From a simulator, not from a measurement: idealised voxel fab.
process module | voxel self aligned contacts
cross-section cut | 255 nm wide | cells 5 nm
A cross-section is a grid of square cells, given in bands from the top down. A band is one or more rows of cells.
Each band's line starts with the height of the band's top and of its bottom, in nm. Then come its materials from left to right, each with its width in nm. One material with "throughout" fills the band from edge to edge. "air" is empty space.
Height 0 is the level under which the wafer as received is all one material. The lowest band goes on downwards, as in "0 down".
A width such as "30 to 40" changes by the same amount from each row of cells to the next, from the band's top row to its bottom row.
"no change" after a step means that no cell of the cross-section changed.
closed voids: empty space of 8 cells or more with no open way to the top, each as width x height at its distance from the left edge, in nm
after a step's settings: what the simulator itself notes on the step
overlay nm, on a step with a mask: how far to the right of its planned place the mask lay; to the left if negative
plan
1 op RECEIVE | material Si
2 op CONFORMAL_DEP | material SiO2 | thk nm 5
3 op DIRECTIONAL_DEP | material polySi | thk nm 25
4 op DIRECTIONAL_DEP | material SiN | thk nm 25
5 op MASKED_ETCH | tone cover | mask id GATE | width nm 30 | pitch nm 70 | etch materials SiN | depth nm 25 | overlay nm 0
6 op MASKED_ETCH | tone cover | mask id GATE | width nm 30 | pitch nm 70 | etch materials polySi | depth nm 25 | overlay nm 0
7 op CONFORMAL_DEP | material SiN | thk nm 10
8 op DIRECTIONAL_ETCH | etch materials SiN | depth nm 10
9 op FILL_DEP | material SiO2 | thk nm 10
10 op CMP | height nm 60
11 op DIRECTIONAL_DEP | material aC | thk nm 15
12 op PATTERN | tone open | mask id CONTACT | material resist | width nm 50 | thk nm 30 | overlay nm 0
13 op DIRECTIONAL_ETCH | etch materials aC | depth nm 15
14 op STRIP | etch materials resist
15 op DIRECTIONAL_ETCH | etch materials SiO2 | depth nm 60
16 op STRIP | etch materials aC
17 op CONFORMAL_DEP | material TiN | thk nm 5
18 op FILL_DEP | material Ru | thk nm 5
19 op CMP | height nm 60
20 op CONFORMAL_DEP | material SiCN | thk nm 5
first wafer, as planned
as received, after step 1
  0 down: Si throughout
  closed voids: none
after step 2
  5 to 0: SiO2 throughout
  below 0: unchanged
after step 3
  30 to 5: polySi throughout
  below 5: unchanged
after step 4
  55 to 30: SiN throughout
  below 30: unchanged
after step 5
  55 to 30: air 75 | SiN 30 | air 40 | SiN 30 | air 80
  below 30: unchanged
after step 6
  55 to 30: air 75 | SiN 30 | air 40 | SiN 30 | air 80
  30 to 5: air 75 | polySi 30 | air 40 | polySi 30 | air 80
  below 5: unchanged
after step 7
  65 to 30: air 65 | SiN 50 | air 20 | SiN 50 | air 70
  30 to 15: air 65 | SiN 10 | polySi 30 | SiN 10 | air 20 | SiN 10 | polySi 30 | SiN 10 | air 70
  15 to 5: SiN 75 | polySi 30 | SiN 40 | polySi 30 | SiN 80
  below 5: unchanged
after step 8
  55 to 30: air 65 | SiN 50 | air 20 | SiN 50 | air 70
  30 to 5: air 65 | SiN 10 | polySi 30 | SiN 10 | air 20 | SiN 10 | polySi 30 | SiN 10 | air 70
  below 5: unchanged
after step 9
  65 to 55: SiO2 throughout
  55 to 30: SiO2 65 | SiN 50 | SiO2 20 | SiN 50 | SiO2 70
  30 to 5: SiO2 65 | SiN 10 | polySi 30 | SiN 10 | SiO2 20 | SiN 10 | polySi 30 | SiN 10 | SiO2 70
  below 5: unchanged
after step 10
  60 to 55: SiO2 throughout
  below 55: unchanged
after step 11
  75 to 60: aC throughout
  below 60: unchanged
after step 12
  105 to 75: resist 100 | air 50 | resist 105
  below 75: unchanged
after step 13
  90 to 75: resist 100 | air 50 | resist 105
  75 to 60: aC 100 | air 50 | aC 105
  below 60: unchanged
after step 14
  75 to 60: aC 100 | air 50 | aC 105
  below 60: unchanged
after step 15
  75 to 60: aC 100 | air 50 | aC 105
  60 to 55: SiO2 100 | air 50 | SiO2 105
  55 to 30: SiO2 65 | SiN 50 | air 20 | SiN 50 | SiO2 70
  30 to 5: SiO2 65 | SiN 10 | polySi 30 | SiN 10 | air 20 | SiN 10 | polySi 30 | SiN 10 | SiO2 70
  5 to 0: SiO2 115 | air 20 | SiO2 120
  below 0: unchanged
after step 16
  60 to 55: SiO2 100 | air 50 | SiO2 105
  below 55: unchanged
after step 17
  65 to 60: TiN 105 | air 40 | TiN 110
  60 to 55: SiO2 100 | TiN 20 | air 10 | TiN 20 | SiO2 105
  55 to 30: SiO2 65 | SiN 50 | TiN 5 | air 10 | TiN 5 | SiN 50 | SiO2 70
  30 to 5: SiO2 65 | SiN 10 | polySi 30 | SiN 10 | TiN 5 | air 10 | TiN 5 | SiN 10 | polySi 30 | SiN 10 | SiO2 70
  5 to 0: SiO2 115 | TiN 20 | SiO2 120
  below 0: unchanged
after step 18
  70 to 65: Ru throughout
  65 to 60: TiN 105 | Ru 40 | TiN 110
  60 to 55: SiO2 100 | TiN 20 | Ru 10 | TiN 20 | SiO2 105
  55 to 30: SiO2 65 | SiN 50 | TiN 5 | Ru 10 | TiN 5 | SiN 50 | SiO2 70
  30 to 5: SiO2 65 | SiN 10 | polySi 30 | SiN 10 | TiN 5 | Ru 10 | TiN 5 | SiN 10 | polySi 30 | SiN 10 | SiO2 70
  below 5: unchanged
after step 19
  60 to 55: SiO2 100 | TiN 20 | Ru 10 | TiN 20 | SiO2 105
  below 55: unchanged
after step 20
  65 to 60: SiCN throughout
  below 60: unchanged
second wafer: like start, like plan, one mistake. Through step 3 it matches the first wafer
when step 4 should have ended
  80 to 30: SiN throughout
  below 30: unchanged
when step 5 should have ended
  80 to 55: air 75 | SiN 30 | air 40 | SiN 30 | air 80
  below 55: unchanged
when step 6 should have ended: no change
when step 7 should have ended
  90 to 65: air 65 | SiN 50 | air 20 | SiN 50 | air 70
  65 to 30: SiN throughout
  below 30: unchanged
when step 8 should have ended
  80 to 55: air 65 | SiN 50 | air 20 | SiN 50 | air 70
  below 55: unchanged
when step 9 should have ended
  90 to 80: SiO2 throughout
  80 to 55: SiO2 65 | SiN 50 | SiO2 20 | SiN 50 | SiO2 70
  below 55: unchanged
when step 10 should have ended
  60 to 55: SiO2 65 | SiN 50 | SiO2 20 | SiN 50 | SiO2 70
  below 55: unchanged
when step 11 should have ended
  75 to 60: aC throughout
  below 60: unchanged
when step 12 should have ended
  105 to 75: resist 100 | air 50 | resist 105
  below 75: unchanged
when step 13 should have ended
  90 to 75: resist 100 | air 50 | resist 105
  75 to 60: aC 100 | air 50 | aC 105
  below 60: unchanged
when step 14 should have ended
  75 to 60: aC 100 | air 50 | aC 105
  below 60: unchanged
when step 15 should have ended
  75 to 60: aC 100 | air 50 | aC 105
  60 to 55: SiO2 65 | SiN 50 | air 20 | SiN 50 | SiO2 70
  below 55: unchanged
when step 16 should have ended
  60 to 55: SiO2 65 | SiN 50 | air 20 | SiN 50 | SiO2 70
  below 55: unchanged
when step 17 should have ended
  65 to 60: TiN 120 | air 10 | TiN 125
  60 to 55: SiO2 65 | SiN 50 | TiN 20 | SiN 50 | SiO2 70
  below 55: unchanged
when step 18 should have ended
  70 to 65: Ru throughout
  65 to 60: TiN 120 | Ru 10 | TiN 125
  below 60: unchanged
when step 19 should have ended
  60 to 55: SiO2 65 | SiN 50 | TiN 20 | SiN 50 | SiO2 70
  below 55: unchanged
when step 20 should have ended
  65 to 60: SiCN throughout
  below 60: unchanged
what went wrong: step 4 was run twice
at the end the second wafer has, in cells: 22 fewer of Ru | 135 more of SiN | 280 fewer of SiO2 | 28 fewer of TiN | 195 more of polySi
